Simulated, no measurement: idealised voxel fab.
The following process module bears the name voxel self aligned vias.
cross-section cut | 265 nm wide | cells 5 nm
We lay out every cross-section as a grid of square cells and spell it out in bands from the top down, where one band means one or more rows of cells.
For a band, the entry starts with two heights in nm, that of the top and then that of the bottom, and carries on with the band's materials in order from left to right, each alongside its width in nm; the word "throughout" beside a single material means it fills the band edge to edge, and "blank" means empty space.
Beneath 0, the wafer as received is one material, and that level is where height counting begins. The lowest band goes on downward without a bottom; it is written like "from 0 down".
So if you see something like "30->40" for the width, read it as the top row of the band sitting at the first number and the bottom row at the second, with every row in between moving by the same amount as the last.
Where a step carries "same as before", the cross-section came out of it unchanged, cell for cell.
"Closed void roster" contains a list of empty spaces, each no smaller than 8 cells and without an open way to the top, written in the form width x height at distance with the distance from the left edge and all three in nm.
Post-settings text on a step line: simulator's own remark regarding the step.
For masked steps, "overlay nm" on the step line gives how far right of plan the mask actually lay; a minus sign means it lay to the left.

# This section lists the process steps that were planned
- 1: RECEIVE: material Si
- 2: CONFORMAL_DEP: material SiO2, thk nm 10
- 3: CONFORMAL_DEP: material SiCN, thk nm 5
- 4: DIRECTIONAL_DEP: material SiO2, thk nm 25
- 5: MASKED_ETCH: tone open, mask id LINES, width nm 25, pitch nm 60, etch materials SiO2, depth nm 25, overlay nm -15
- 6: CONFORMAL_DEP: material TiN, thk nm 5
- 7: FILL_DEP: material W, thk nm 10
- 8: CMP: height nm 40
- 9: SELECTIVE_ETCH: etch materials W Ru TiN, depth nm 5
- 10: FILL_DEP: material SiN, thk nm 10
- 11: CMP: height nm 40
- 12: DIRECTIONAL_DEP: material SiO2, thk nm 20
- 13: PATTERN: tone open, mask id VIAS, material resist, width nm 35, pitch nm 120, thk nm 20, overlay nm 0
- 14: DIRECTIONAL_ETCH: etch materials SiO2, depth nm 20
- 15: DIRECTIONAL_ETCH: etch materials SiN, depth nm 5
- 16: STRIP: etch materials resist
- 17: CONFORMAL_DEP: material TiN, thk nm 5
- 18: FILL_DEP: material Ru, thk nm 5
- 19: CMP: height nm 60
- 20: CONFORMAL_DEP: material SiN, thk nm 5
Where the wafers of this document differ is in the overlay nm of step 5; they start out the same, and the plan states the value that applied to the first wafer.

# First of several wafers, received after step 1, in cross-section
> from 0 down  Si throughout
> Closed void roster: none

# End of the module, past its last step, step 20: how the first of several wafers looks in cross-section
> from 65 to 60  SiN throughout
> from 60 to 45  55 SiO2, then 5 TiN, then 25 Ru, then 5 TiN, then 85 SiO2, then 5 TiN, then 25 Ru, then 5 TiN, then 55 SiO2
> from 45 to 40  55 SiO2, then 5 TiN, then 5 Ru, then 25 TiN, then 85 SiO2, then 5 TiN, then 5 Ru, then 25 TiN, then 55 SiO2
> from 40 to 35  45 SiO2, then 10 SiN, then 15 TiN, then 35 SiO2, then 25 SiN, then 35 SiO2, then 10 SiN, then 15 TiN, then 75 SiO2
> from 35 to 20  45 SiO2, then 5 TiN, then 15 W, then 5 TiN, then 35 SiO2, then 5 TiN, then 15 W, then 5 TiN, then 35 SiO2, then 5 TiN, then 15 W, then 5 TiN, then 75 SiO2
> from 20 to 15  45 SiO2, then 25 TiN, then 35 SiO2, then 25 TiN, then 35 SiO2, then 25 TiN, then 75 SiO2
> from 15 to 10  SiCN throughout
> from 10 to 0  SiO2 throughout
> from 0 down  Si throughout
> Closed void roster: none

# Wafer cross-section (last wafer, module end)
> from 65 to 60  SiN throughout
> from 60 to 45  55 SiO2, then 5 TiN, then 25 Ru, then 5 TiN, then 85 SiO2, then 5 TiN, then 25 Ru, then 5 TiN, then 55 SiO2
> from 45 to 40  55 SiO2, then 25 TiN, then 5 Ru, then 5 TiN, then 85 SiO2, then 25 TiN, then 5 Ru, then 5 TiN, then 55 SiO2
> from 40 to 35  75 SiO2, then 15 TiN, then 10 SiN, then 35 SiO2, then 25 SiN, then 35 SiO2, then 15 TiN, then 10 SiN, then 45 SiO2
> from 35 to 20  75 SiO2, then 5 TiN, then 15 W, then 5 TiN, then 35 SiO2, then 5 TiN, then 15 W, then 5 TiN, then 35 SiO2, then 5 TiN, then 15 W, then 5 TiN, then 45 SiO2
> from 20 to 15  75 SiO2, then 25 TiN, then 35 SiO2, then 25 TiN, then 35 SiO2, then 25 TiN, then 45 SiO2
> from 15 to 10  SiCN throughout
> from 10 to 0  SiO2 throughout
> from 0 down  Si throughout
> Closed void roster: none

# Per wafer (row), end of module: delta in cells per material since receipt, (+) for gained, (-) for lost; closed voids after that
overlay nm -15 | +32 Ru | +53 SiCN | +62 SiN | +452 SiO2 | +63 TiN | +27 W | Closed void roster: none
overlay nm -10 | +34 Ru | +53 SiCN | +60 SiN | +452 SiO2 | +63 TiN | +27 W | Closed void roster: none
overlay nm -5 | +36 Ru | +53 SiCN | +58 SiN | +452 SiO2 | +63 TiN | +27 W | Closed void roster: none
overlay nm 0 | +36 Ru | +53 SiCN | +58 SiN | +452 SiO2 | +63 TiN | +27 W | Closed void roster: none
overlay nm 5 | +36 Ru | +53 SiCN | +58 SiN | +452 SiO2 | +63 TiN | +27 W | Closed void roster: none
overlay nm 10 | +34 Ru | +53 SiCN | +60 SiN | +452 SiO2 | +63 TiN | +27 W | Closed void roster: none
overlay nm 15 | +32 Ru | +53 SiCN | +62 SiN | +452 SiO2 | +63 TiN | +27 W | Closed void roster: none
